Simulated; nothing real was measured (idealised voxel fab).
voxel transistor to metal: a process module
In the cross-section labelled cut, the width is 165 nm and each square cell is 5 nm.
Throughout this document, each cross-section is represented as a grid of square cells and is presented as a sequence of bands enumerated from the top downward, where a band comprises one or more rows of cells. Top, bottom (nm), then materials left to right with widths (nm); lone material tagged "everywhere" fills the whole band edge to edge; "air" = empty space. For the purposes of this specification, 0 denotes the height below which the wafer in its as-received condition is composed wholly of one material, and the lowermost band, lacking a lower limit, extends downward without end, as expressed in "0..down". Per-row width for "30->40": begins at first number (top row of band), ends at second number (bottom row), increment between rows held constant. The cross-section has no changed cell in any step marked "no change occurred". Entry "Unvented cavities" = empty spaces >= 8 cells with no open way to the top; each as width x height at distance, distance from left edge, all nm. Read whatever lies past the settings on a step's line as the simulator's own remark about the step. The setting "overlay nm" may be written on the line of a step. When the step uses a mask, the value reports how far to the right of the planned place the mask lay, and a negative value reports that it lay to the left.
## The process steps that were planned are listed below
1: op RECEIVE | material Si
2: op CONFORMAL_DEP | material SiO2 | thk nm 5
3: op CONFORMAL_DEP | material SiN | thk nm 10
4: op MASKED_ETCH | tone cover | mask id ACTIVE | width nm 105 | etch materials SiN | depth nm 10 | overlay nm 0
5: op MASKED_ETCH | tone cover | mask id ACTIVE | width nm 105 | etch materials SiO2 | depth nm 5 | overlay nm 0
6: op MASKED_ETCH | tone cover | mask id ACTIVE | width nm 105 | etch materials Si | depth nm 30 | overlay nm 0
7: op FILL_DEP | material SiO2 | thk nm 5
8: op CMP | height nm 15
9: op SELECTIVE_ETCH | etch materials SiO2 | depth nm 10
10: op STRIP | etch materials SiN
11: op SELECTIVE_ETCH | etch materials SiO2 | depth nm 5
12: op OXIDIZE | depth nm 5
13: op DIRECTIONAL_DEP | material polySi | thk nm 25
14: op DIRECTIONAL_DEP | material SiCN | thk nm 15
15: op PATTERN | tone cover | mask id GATE | material resist | width nm 15 | thk nm 20 | overlay nm 0
16: op DIRECTIONAL_ETCH | etch materials SiCN | depth nm 25
17: op DIRECTIONAL_ETCH | etch materials polySi | depth nm 35
18: op STRIP | etch materials resist
19: op CONFORMAL_DEP | material SiO2 | thk nm 5
20: op DIRECTIONAL_ETCH | etch materials SiO2 | depth nm 5
21: op CONFORMAL_DEP | material SiN | thk nm 5
22: op DIRECTIONAL_ETCH | etch materials SiN | depth nm 5
23: op DIRECTIONAL_ETCH | etch materials SiO2 | depth nm 5
24: op DIRECTIONAL_ETCH | etch materials Si | depth nm 10
25: op EPI | material pSi | thk nm 15
26: op FILL_DEP | material SiO2 | thk nm 5
27: op CMP | height nm 40
28: op DIRECTIONAL_DEP | material SiO2 | thk nm 10
29: op DIRECTIONAL_DEP | material aC | thk nm 10
30: op PATTERN | tone open | mask id CONTACT | material resist | width nm 30 | pitch nm 55 | thk nm 25 | overlay nm 0
31: op DIRECTIONAL_ETCH | etch materials aC | depth nm 10
32: op STRIP | etch materials resist
33: op DIRECTIONAL_ETCH | etch materials SiO2 | depth nm 50
34: op STRIP | etch materials aC
35: op CONFORMAL_DEP | material TiN | thk nm 5
36: op FILL_DEP | material W | thk nm 10
37: op CMP | height nm 50
38: op DIRECTIONAL_DEP | material TiN | thk nm 5
39: op DIRECTIONAL_DEP | material W | thk nm 20
40: op MASKED_ETCH | tone cover | mask id METAL_1 | width nm 15 | pitch nm 70 | etch materials W | depth nm 20 | overlay nm 0
41: op MASKED_ETCH | tone cover | mask id METAL_1 | width nm 15 | pitch nm 70 | etch materials TiN | depth nm 5 | overlay nm 0
42: op FILL_DEP | material lowk | thk nm 10
43: op CMP | height nm 75
44: op CONFORMAL_DEP | material SiCN | thk nm 5
45: op DIRECTIONAL_DEP | material lowk | thk nm 25
46: op MASKED_ETCH | tone open | mask id METAL_2 | width nm 15 | pitch nm 70 | etch materials lowk | depth nm 15 | overlay nm 0
47: op MASKED_ETCH | tone open | mask id METAL_2_HOLES | width nm 15 | pitch nm 70 | etch materials lowk | depth nm 10 | overlay nm 0
48: op MASKED_ETCH | tone open | mask id METAL_2_HOLES | width nm 15 | pitch nm 70 | etch materials SiCN | depth nm 5 | overlay nm 0
49: op CONFORMAL_DEP | material TiN | thk nm 5
50: op FILL_DEP | material Cu | thk nm 10
51: op CMP | height nm 105
52: op CONFORMAL_DEP | material SiCN | thk nm 5
## Wafer cross-section on receipt, i.e. after step 1
- 0..down = Si everywhere
- Unvented cavities: none
## This is how the wafer looks in cross-section once the module is done, given the starting state and plan above and one mistake in carrying the plan out
- 110..105 = SiCN everywhere
- 105..80 = lowk 40 | TiN 5 | Cu 5 | TiN 5 | lowk 55 | TiN 5 | Cu 5 | TiN 5 | lowk 40
- 80..75 = SiCN 40 | TiN 15 | SiCN 55 | TiN 15 | SiCN 40
- 75..55 = lowk 40 | W 15 | lowk 55 | W 15 | lowk 40
- 55..50 = lowk 40 | TiN 15 | lowk 55 | TiN 15 | lowk 40
- 50..40 = SiO2 40 | TiN 5 | W 20->15 | TiN 5->10 | SiO2 25 | TiN 5->10 | W 20->15 | TiN 5 | SiO2 40
- 40..25 = SiO2 40 | TiN 5 | W 15 | TiN 5 | SiN 5 | SiO2 5 | SiCN 15 | SiO2 5 | SiN 5 | TiN 5 | W 15 | TiN 5 | SiO2 40
- 25..5 = SiO2 40 | TiN 5 | W 15 | TiN 5 | SiN 5 | SiO2 5 | polySi 15 | SiO2 5 | SiN 5 | TiN 5 | W 15 | TiN 5 | SiO2 40
- 5..0 = SiO2 40 | TiN 25 | SiN 5 | SiO2 5 | polySi 15 | SiO2 5 | SiN 5 | TiN 25 | SiO2 40
- 0..-5 = SiO2 15 | pSi 50 | SiO2 35 | pSi 50 | SiO2 15
- -5..-30 = SiO2 30 | Si 105 | SiO2 30
- -30..down = Si everywhere
- Unvented cavities: none
Want to know what went wrong? steps 24 and 25 of the plan were run in the wrong order, each in the other's place
